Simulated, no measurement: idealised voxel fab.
Process module name: voxel quadruple lines
Displayed cross-section: cut, width of 245 nm, square cells sized 5 nm.
Cross-section layout: square cells on a grid; listed as bands, top to bottom; a band spans one or more cell rows. Heads up on the band format: heights come first, top then bottom, in nm. After that it's the materials left to right, each with its width in nm. A single material flagged "everywhere" fills the whole band edge to edge, and "blank" means there's empty space there. It should be noted that heights are counted from 0, beneath which the wafer as supplied is of one material throughout, and that the lowest band possesses no lower boundary but continues downward, as written in "0 nm and below". When a width is written as two numbers, as in "30 to 40", the first number is the width in the top row of cells of the band and the second is the width in its bottom row, and the width changes by the same amount from each row to the next. For the purposes of this document, the phrase "no modifications" attached to a step denotes that no cell within the cross-section was modified by that step. Closed-off voids of 8+ cells (no open route to the top) go in "Closed void entries", written width x height at distance from the left edge, in nm. That trailing text on a step's line, after the settings, is the simulator's own remark on the step. Regarding "overlay nm": on a step with a mask, it is the distance the mask lay to the right of its planned place; a negative value places it to the left.
### These are the steps we planned for the process
- 1: RECEIVE | material Si
- 2: CONFORMAL_DEP | material Al2O3 | thk nm 5
- 3: DIRECTIONAL_DEP | material Ru | thk nm 10
- 4: DIRECTIONAL_DEP | material polySi | thk nm 15
- 5: DIRECTIONAL_DEP | material aC | thk nm 25
- 6: PATTERN | tone cover | mask id MANDREL | material resist | width nm 35 | pitch nm 100 | thk nm 30 | overlay nm -15
- 7: DIRECTIONAL_ETCH | etch materials aC | depth nm 25
- 8: STRIP | etch materials resist
- 9: CONFORMAL_DEP | material SiO2 | thk nm 15
- 10: DIRECTIONAL_ETCH | etch materials SiO2 | depth nm 15
- 11: STRIP | etch materials aC
- 12: DIRECTIONAL_ETCH | etch materials polySi | depth nm 15
- 13: STRIP | etch materials SiO2
- 14: CONFORMAL_DEP | material SiN | thk nm 10
- 15: DIRECTIONAL_ETCH | etch materials SiN | depth nm 10
- 16: STRIP | etch materials polySi
- 17: DIRECTIONAL_ETCH | etch materials Ru | depth nm 10
- 18: STRIP | etch materials SiN
- 19: FILL_DEP | material SiO2 | thk nm 5
- 20: CMP | height nm 15
Variable across wafers: step 6 overlay nm (plan value is that of the first wafer; starting state common to all).
### Received wafers, first of several: cross-section after step 1
	0 nm and below = Si everywhere
	Closed void entries: none
### Table: wafers, a row each; end-of-module cell change per material since receipt, gain (+), loss (-); then closed voids
overlay nm -15; +49 Al2O3; +32 Ru; +66 SiO2; Closed void entries: none
overlay nm -10; +49 Al2O3; +32 Ru; +66 SiO2; Closed void entries: none
overlay nm -5; +49 Al2O3; +32 Ru; +66 SiO2; Closed void entries: none
overlay nm 0; +49 Al2O3; +32 Ru; +66 SiO2; Closed void entries: none
overlay nm 5; +49 Al2O3; +32 Ru; +66 SiO2; Closed void entries: none
overlay nm 10; +49 Al2O3; +32 Ru; +66 SiO2; Closed void entries: none
overlay nm 15; +49 Al2O3; +32 Ru; +66 SiO2; Closed void entries: none
